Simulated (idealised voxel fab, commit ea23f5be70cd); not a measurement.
process module | voxel self aligned contacts
155 nm wide, 5 nm square cells: that's cross-section cut.
Square cells in a grid make up a cross-section in this document, and the grid is given as bands, listed from the top down, each one or more rows of cells.
Basically the band line says how high the top is and how high the bottom is, in nm, and then what's in it from left to right, every material with its width in nm. Empty space shows up as "blank", and if a single material carries "all across" it runs the full band edge to edge.
Heads up on the height convention: 0 is the point under which the incoming wafer is all one material, and the lowest band has no bottom, it just keeps going down, like "0 -> down".
Read "30..40" as a graded width: first number on top, second number at the bottom, same change between each pair of neighbouring rows.
Key: "nothing was modified" - step with no changed cell in the cross-section.
Under "Closed empty spaces" you'll find the enclosed gaps, the ones with no way out to the top, that are 8 cells or bigger; each reads width x height at distance, with distance counted from the left edge, everything in nm.
after a step's settings: what the simulator itself notes on the step
Regarding "overlay nm": on a step with a mask, it is the distance the mask lay to the right of its planned place; a negative value places it to the left.
# So here's the lineup of process steps we planned
1: op RECEIVE | material Si
2: op OXIDIZE | depth nm 5
3: op DIRECTIONAL_DEP | material polySi | thk nm 20
4: op DIRECTIONAL_DEP | material SiN | thk nm 25
5: op MASKED_ETCH | tone cover | mask id GATE | width nm 35 | pitch nm 75 | etch materials SiN | depth nm 25 | overlay nm 0
6: op MASKED_ETCH | tone cover | mask id GATE | width nm 35 | pitch nm 75 | etch materials polySi | depth nm 20 | overlay nm 0
7: op CONFORMAL_DEP | material SiN | thk nm 10
8: op DIRECTIONAL_ETCH | etch materials SiN | depth nm 10
9: op FILL_DEP | material SiO2 | thk nm 15
10: op CMP | height nm 50
11: op DIRECTIONAL_DEP | material aC | thk nm 10
12: op PATTERN | tone open | mask id CONTACT | material resist | width nm 60 | thk nm 25 | overlay nm 0
13: op DIRECTIONAL_ETCH | etch materials aC | depth nm 10
14: op STRIP | etch materials resist
15: op DIRECTIONAL_ETCH | etch materials SiO2 | depth nm 55
16: op STRIP | etch materials aC
17: op CONFORMAL_DEP | material TiN | thk nm 5
18: op FILL_DEP | material W | thk nm 5
19: op CMP | height nm 50
20: op CONFORMAL_DEP | material SiCN | thk nm 5
# Shown in cross-section is the wafer as received, that is, as it stands after step 1
    0 -> down  Si all across
    Closed empty spaces: none
# End-of-module XS, first of two wafers, run as planned
    55 -> 50  SiCN all across
    50 -> 45  45 nm SiO2 / 25 nm TiN / 10 nm W / 25 nm TiN / 50 nm SiO2
    45 -> 20  10 nm SiO2 / 55 nm SiN / 5 nm TiN / 10 nm W / 5 nm TiN / 55 nm SiN / 15 nm SiO2
    20 -> 0  10 nm SiO2 / 10 nm SiN / 35 nm polySi / 10 nm SiN / 5 nm TiN / 10 nm W / 5 nm TiN / 10 nm SiN / 35 nm polySi / 10 nm SiN / 15 nm SiO2
    0 -> -5  65 nm SiO2 / 20 nm TiN / 70 nm SiO2
    -5 -> down  Si all across
    Closed empty spaces: none
# The second wafer, shown in cross-section after the module: started the same way as the first and given the same plan, yet one mistake crept into how it was run
    55 -> 50  SiCN all across
    50 -> 40  45 nm SiO2 / 5 nm TiN / 50 nm W / 5 nm TiN / 50 nm SiO2
    40 -> 35  45 nm SiO2 / 15 nm TiN / 30 nm W / 15 nm TiN / 50 nm SiO2
    35 -> 20  20 nm SiO2 / 35 nm SiN / 5 nm TiN / 30 nm W / 5 nm TiN / 35 nm SiN / 25 nm SiO2
    20 -> 0  20 nm SiO2 / 35 nm polySi / 5 nm TiN / 30 nm W / 5 nm TiN / 35 nm polySi / 25 nm SiO2
    0 -> -5  55 nm SiO2 / 40 nm TiN / 60 nm SiO2
    -5 -> down  Si all across
    Closed empty spaces: none
Nonconformance to the process plan: step 7 of the plan did not run at all; it was left out
Materials where the second wafer ends with more or fewer cells than the first: 100 fewer of SiN, 52 more of SiO2, 48 more of W
